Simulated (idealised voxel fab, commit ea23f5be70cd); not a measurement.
Process module, titled voxel gate over fins
Cross-section cut: width 260 nm, square cells of 5 nm.
Cross-section layout: square cells on a grid; listed as bands, top to bottom; a band spans one or more cell rows.
Basically the band line says how high the top is and how high the bottom is, in nm, and then what's in it from left to right, every material with its width in nm. Empty space shows up as "empty", and if a single material carries "everywhere" it runs the full band edge to edge.
All heights in this document are referenced to 0, defined as the level beneath which the wafer, as received, consists entirely of one material. The lowest band is not bounded below; it extends indefinitely downward and is written in the form "z 0 and below".
Width spec "30 to 40" -> top row of cells at first value, bottom row at second value, equal per-row change in between.
The cross-section has no changed cell in any step marked "stayed the same".
In the "Voids lacking openings" entry, you get each enclosed empty space of 8 cells or more, one with no open way to the top, written width x height at distance, distance from the left edge, in nm.
Anything after a step's settings on that line? It's the simulator's own note about the step.
overlay nm: on a step with a mask, how far right of its planned place the mask lay; negative means left.
### Process steps (planned)
step 1: RECEIVE, material Si
step 2: CONFORMAL_DEP, material SiN, thk nm 10
step 3: MASKED_ETCH, tone cover, mask id FINS, width nm 15, pitch nm 45, etch materials SiN, depth nm 10, overlay nm 0
step 4: MASKED_ETCH, tone cover, mask id FINS, width nm 15, pitch nm 45, etch materials Si, depth nm 35, overlay nm 0
step 5: OXIDIZE, depth nm 5
step 6: FILL_DEP, material SiO2, thk nm 15
step 7: CMP, height nm 0
step 8: SELECTIVE_ETCH, etch materials SiO2, depth nm 20
step 9: STRIP, etch materials SiN
step 10: CONFORMAL_DEP, material HfO2, thk nm 5
step 11: CONFORMAL_DEP, material TiN, thk nm 5
step 12: CONFORMAL_DEP, material TiAl, thk nm 5
step 13: CONFORMAL_DEP, material TiN, thk nm 5
step 14: FILL_DEP, material W, thk nm 15
step 15: CMP, height nm 30
step 16: CONFORMAL_DEP, material SiN, thk nm 10
Wafer-to-wafer difference: height nm, step 7. Common start. Plan = first wafer's value.
### Step 1 complete: as-received cross-section of the first of several wafers
	z 0 and below: Si everywhere
	Voids lacking openings: none
### Heads up, this table goes wafer by wafer. A row tells you, at the end of the module, how many cells of each material that wafer has put on (+) or dropped (-) since it was received, and then its closed voids
height nm 0 | +76 HfO2 | -392 Si | +104 SiN | +196 SiO2 | +76 TiAl | +152 TiN | +204 W | Voids lacking openings: none
height nm 5 | +70 HfO2 | -392 Si | +104 SiN | +245 SiO2 | +70 TiAl | +140 TiN | +179 W | Voids lacking openings: none
height nm 10 | +64 HfO2 | -392 Si | +104 SiN | +294 SiO2 | +64 TiAl | +128 TiN | +154 W | Voids lacking openings: none
height nm 15 | +58 HfO2 | -392 Si | +104 SiN | +343 SiO2 | +58 TiAl | +116 TiN | +129 W | Voids lacking openings: none
height nm 20 | +52 HfO2 | -392 Si | +104 SiN | +392 SiO2 | +52 TiAl | +104 TiN | +104 W | Voids lacking openings: none
height nm 25 | +58 HfO2 | -392 Si | +104 SiN | +435 SiO2 | +52 TiAl | +107 TiN | +52 W | Voids lacking openings: none
